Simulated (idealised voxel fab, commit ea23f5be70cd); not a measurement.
process module | voxel self aligned vias
cross-section cut | 235 nm wide | cells 5 nm
A cross-section is a grid of square cells, given in bands from the top down. A band is one or more rows of cells.
Each band's line starts with the height of the band's top and of its bottom, in nm. Then come its materials from left to right, each with its width in nm. One material with "throughout" fills the band from edge to edge. "air" is empty space.
Height 0 is the level under which the wafer as received is all one material. The lowest band goes on downwards, as in "0 down".
A width such as "30 to 40" changes by the same amount from each row of cells to the next, from the band's top row to its bottom row.
"no change" after a step means that no cell of the cross-section changed.
closed voids: empty space of 8 cells or more with no open way to the top, each as width x height at its distance from the left edge, in nm
after a step's settings: what the simulator itself notes on the step
overlay nm, on a step with a mask: how far to the right of its planned place the mask lay; to the left if negative
plan
1 op RECEIVE | material Si
2 op CONFORMAL_DEP | material SiO2 | thk nm 10
3 op CONFORMAL_DEP | material SiCN | thk nm 5
4 op DIRECTIONAL_DEP | material lowk | thk nm 30
5 op DIRECTIONAL_DEP | material aC | thk nm 10
6 op PATTERN | tone open | mask id LINES | material resist | width nm 20 | pitch nm 45 | thk nm 25 | overlay nm 0
7 op DIRECTIONAL_ETCH | etch materials aC | depth nm 10
8 op STRIP | etch materials resist
9 op DIRECTIONAL_ETCH | etch materials lowk | depth nm 30
10 op STRIP | etch materials aC
11 op CONFORMAL_DEP | material TiN | thk nm 5
12 op FILL_DEP | material W | thk nm 5
13 op CMP | height nm 45
14 op SELECTIVE_ETCH | etch materials W Ru TiN | depth nm 10
15 op FILL_DEP | material SiN | thk nm 10
16 op CMP | height nm 45
17 op DIRECTIONAL_DEP | material lowk | thk nm 20
18 op MASKED_ETCH | tone open | mask id VIAS | width nm 30 | etch materials lowk | depth nm 20 | overlay nm 0
19 op MASKED_ETCH | tone open | mask id VIAS | width nm 30 | etch materials SiN | depth nm 10 | overlay nm 0
20 op CONFORMAL_DEP | material TiN | thk nm 5
21 op FILL_DEP | material Cu | thk nm 5
22 op CMP | height nm 65
23 op CONFORMAL_DEP | material SiCN | thk nm 5
as received, after step 1
  0 down: Si throughout
  closed voids: none
first wafer at the end, as planned
  70 to 65: SiCN throughout
  65 to 50: lowk 80 | TiN 5 | Cu 20 | TiN 5 | lowk 125
  50 to 45: lowk 80 | TiN 10 | Cu 10 | TiN 10 | lowk 125
  45 to 40: lowk 85 | TiN 5 | Cu 10 | TiN 5 | lowk 25 | SiN 20 | lowk 85
  40 to 35: lowk 85 | TiN 20 | lowk 25 | SiN 20 | lowk 85
  35 to 20: lowk 85 | TiN 5 | W 10 | TiN 5 | lowk 25 | TiN 5 | W 10 | TiN 5 | lowk 85
  20 to 15: lowk 85 | TiN 20 | lowk 25 | TiN 20 | lowk 85
  15 to 10: SiCN throughout
  10 to 0: SiO2 throughout
  0 down: Si throughout
  closed voids: none
second wafer at the end: like start, like plan, one mistake
  70 to 65: SiCN throughout
  65 to 50: lowk 80 | TiN 5 | Cu 20 | TiN 5 | lowk 125
  50 to 45: lowk 80 | TiN 30 | lowk 125
  45 to 35: SiN 80 | TiN 5 | lowk 20 | TiN 5 | SiN 20 | lowk 20 | SiN 85
  35 to 20: W 80 | TiN 5 | lowk 20 | TiN 5 | W 15 | TiN 5 | lowk 20 | TiN 5 | W 80
  20 to 15: TiN 85 | lowk 20 | TiN 25 | lowk 20 | TiN 85
  15 to 10: SiCN throughout
  10 to 0: SiO2 throughout
  0 down: Si throughout
  closed voids: none
what went wrong: step 6 ran as: op PATTERN | tone cover | mask id LINES | material resist | width nm 20 | pitch nm 45 | thk nm 25 | overlay nm 0
at the end the second wafer has, in cells: 4 fewer of Cu | 66 more of SiN | 31 more of TiN | 93 more of W | 186 fewer of lowk
